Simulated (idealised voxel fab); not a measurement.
Process module name: voxel trench capacitor
Pictured: cross-section cut, 285 nm wide, on a grid of 5 nm square cells.
Cross-section, as written here: a square-cell grid given band by band from the top down, where a band holds one or more rows of cells. The band entry comprises the height of the band's top followed by the height of its bottom, expressed in nm, and subsequently the band's materials from left to right, each stated together with its width in nm. Where a single material is marked with the word "edge to edge", that material fills the band from edge to edge. The word "empty" represents empty space. Height is counted from the level 0, under which the received wafer is composed throughout of one material. The lowest of the bands is not closed at the bottom but continues downward, in the notation "0 -> down". Width spec "30->40" -> top row of cells at first value, bottom row at second value, equal per-row change in between. You'll sometimes find "changes: none" written for a step, and that's the way of saying that nowhere in the cross-section did a cell change during that step. Basically, "Entrapped voids" tells you about the enclosed voids: empty spaces with no open way to the top, 8 cells or bigger, each written width x height at distance, where distance is from the left edge, all in nm. Heads up: the bit after the settings on a step's line is the simulator's remark on that step. What "overlay nm" on a step's line means: if the step has a mask, that mask lay this far to the right of its planned place, or, when the value is negative, to the left.

Process steps foreseen in the plan
1 RECEIVE | material Si
2 CONFORMAL_DEP | material SiN | thk nm 10
3 MASKED_ETCH | tone open | mask id TRENCH | width nm 15 | pitch nm 35 | etch materials SiN | depth nm 10 | overlay nm 0
4 MASKED_ETCH | tone open | mask id TRENCH | width nm 15 | pitch nm 35 | etch materials Si | depth nm 25 | overlay nm 0
5 CONFORMAL_DEP | material Al2O3 | thk nm 5
6 FILL_DEP | material polySi | thk nm 10
7 CMP | height nm 10

The following pertains to the first of two wafers, which was processed as planned

This is the cross-section of the wafer as we received it, i.e. after step 1
- 0 -> down: Si edge to edge
- Entrapped voids: none

After step 2: wafer cross-section
- 10 -> 0: SiN edge to edge
- Below a height of 0, the structure has not been altered.

After step 3: wafer cross-section
- 10 -> 0: SiN (115)  empty (15)  SiN (20)  empty (15)  SiN (120)
- Below a height of 0, the structure has not been altered.

After step 4: wafer cross-section
- 10 -> 0: SiN (115)  empty (15)  SiN (20)  empty (15)  SiN (120)
- 0 -> -25: Si (115)  empty (15)  Si (20)  empty (15)  Si (120)
- Below a height of -25, the structure has not been altered.

After step 5: wafer cross-section
- 15 -> 10: Al2O3 (120)  empty (5)  Al2O3 (30)  empty (5)  Al2O3 (125)
- 10 -> 0: SiN (115)  Al2O3 (5)  empty (5)  Al2O3 (5)  SiN (20)  Al2O3 (5)  empty (5)  Al2O3 (5)  SiN (120)
- 0 -> -20: Si (115)  Al2O3 (5)  empty (5)  Al2O3 (5)  Si (20)  Al2O3 (5)  empty (5)  Al2O3 (5)  Si (120)
- -20 -> -25: Si (115)  Al2O3 (15)  Si (20)  Al2O3 (15)  Si (120)
- Below a height of -25, the structure has not been altered.

After step 6: wafer cross-section
- 25 -> 15: polySi edge to edge
- 15 -> 10: Al2O3 (120)  polySi (5)  Al2O3 (30)  polySi (5)  Al2O3 (125)
- 10 -> 0: SiN (115)  Al2O3 (5)  polySi (5)  Al2O3 (5)  SiN (20)  Al2O3 (5)  polySi (5)  Al2O3 (5)  SiN (120)
- 0 -> -20: Si (115)  Al2O3 (5)  polySi (5)  Al2O3 (5)  Si (20)  Al2O3 (5)  polySi (5)  Al2O3 (5)  Si (120)
- Below a height of -20, the structure has not been altered.

After step 7: wafer cross-section
- 10 -> 0: SiN (115)  Al2O3 (5)  polySi (5)  Al2O3 (5)  SiN (20)  Al2O3 (5)  polySi (5)  Al2O3 (5)  SiN (120)
- Below a height of 0, the structure has not been altered.

Second wafer. Start and plan as for the first. One mistake made in running. Agrees with the first up to and including step 5

Second wafer, sectioned view, at step 6's planned end time
- 25 -> 15: SiN edge to edge
- 15 -> 10: Al2O3 (120)  SiN (5)  Al2O3 (30)  SiN (5)  Al2O3 (125)
- 10 -> 0: SiN (115)  Al2O3 (5)  SiN (5)  Al2O3 (5)  SiN (20)  Al2O3 (5)  SiN (5)  Al2O3 (5)  SiN (120)
- 0 -> -20: Si (115)  Al2O3 (5)  SiN (5)  Al2O3 (5)  Si (20)  Al2O3 (5)  SiN (5)  Al2O3 (5)  Si (120)
- Below a height of -20, the structure has not been altered.

Second wafer, sectioned view, at step 7's planned end time
- 10 -> 0: SiN (115)  Al2O3 (5)  SiN (5)  Al2O3 (5)  SiN (20)  Al2O3 (5)  SiN (5)  Al2O3 (5)  SiN (120)
- Below a height of 0, the structure has not been altered.
Finding, execution versus plan: step 6 went in with a setting other than planned; the actual run was FILL_DEP | material SiN | thk nm 10
It is noted that, at the conclusion of processing, the second wafer exhibits a higher or lower cell count for certain materials relative to the first: SiN: 12 more | polySi: 12 fewer
